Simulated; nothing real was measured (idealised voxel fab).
Presented below is a process module, voxel spacer lines.
This is section cut - it's 250 nm across, gridded in 5 nm square cells.
Format of a cross-section: grid, square cells. Given as bands. Order: top down. Band: one or more rows of cells.
Band entry format. Leading values: height of top, height of bottom, nm. Remainder: materials in left-to-right order, each with its width in nm. Special words: "everywhere" on a single material, which then fills the band edge to edge; "air", empty space.
Heads up on the height convention: 0 is the point under which the incoming wafer is all one material, and the lowest band has no bottom, it just keeps going down, like "z 0 and below".
Quick explanation for "30..40": the width changes in equal steps down the rows of cells, from the first number in the band's top row to the second number in its bottom row.
For the purposes of this document, the phrase "nothing different" attached to a step denotes that no cell within the cross-section was modified by that step.
So "Listed closed voids" is basically the list of trapped voids: any empty space of 8 cells or more that can't reach the top through an opening. They're written width x height at distance, the distance being from the left edge, and it's all nm.
It should be noted that, on the line of a given step, the content following the step's settings is a remark produced by the simulator itself with respect to that step.
overlay nm, on a step with a mask: how far to the right of its planned place the mask lay; to the left if negative
List of planned process steps:
step 1: RECEIVE (material Si)
step 2: CONFORMAL_DEP (material Al2O3; thk nm 5)
step 3: DIRECTIONAL_DEP (material SiN; thk nm 15)
step 4: DIRECTIONAL_DEP (material aC; thk nm 30)
step 5: PATTERN (tone cover; mask id MANDREL; material resist; width nm 15; pitch nm 70; thk nm 35; overlay nm 0)
step 6: DIRECTIONAL_ETCH (etch materials aC; depth nm 30)
step 7: STRIP (etch materials resist)
step 8: CONFORMAL_DEP (material SiO2; thk nm 10)
step 9: DIRECTIONAL_ETCH (etch materials SiO2; depth nm 10)
step 10: STRIP (etch materials aC)
step 11: DIRECTIONAL_ETCH (etch materials SiN; depth nm 15)
step 12: STRIP (etch materials SiO2)
Split variable: width nm, step 5. Plan value = first wafer. Wafers start alike.
Cross-section of the first incoming wafer of several, state after step 1:
* z 0 and below  Si everywhere
* Listed closed voids: none
Per-wafer rows below. For each material: cells gained (+) or lost (-) since the wafer was received, as of end of module. Then: closed voids:
width nm 15, +50 Al2O3, +36 SiN, Listed closed voids: none
width nm 20, +50 Al2O3, +36 SiN, Listed closed voids: none
width nm 25, +50 Al2O3, +36 SiN, Listed closed voids: none
width nm 30, +50 Al2O3, +36 SiN, Listed closed voids: none
width nm 35, +50 Al2O3, +36 SiN, Listed closed voids: none
width nm 40, +50 Al2O3, +36 SiN, Listed closed voids: none
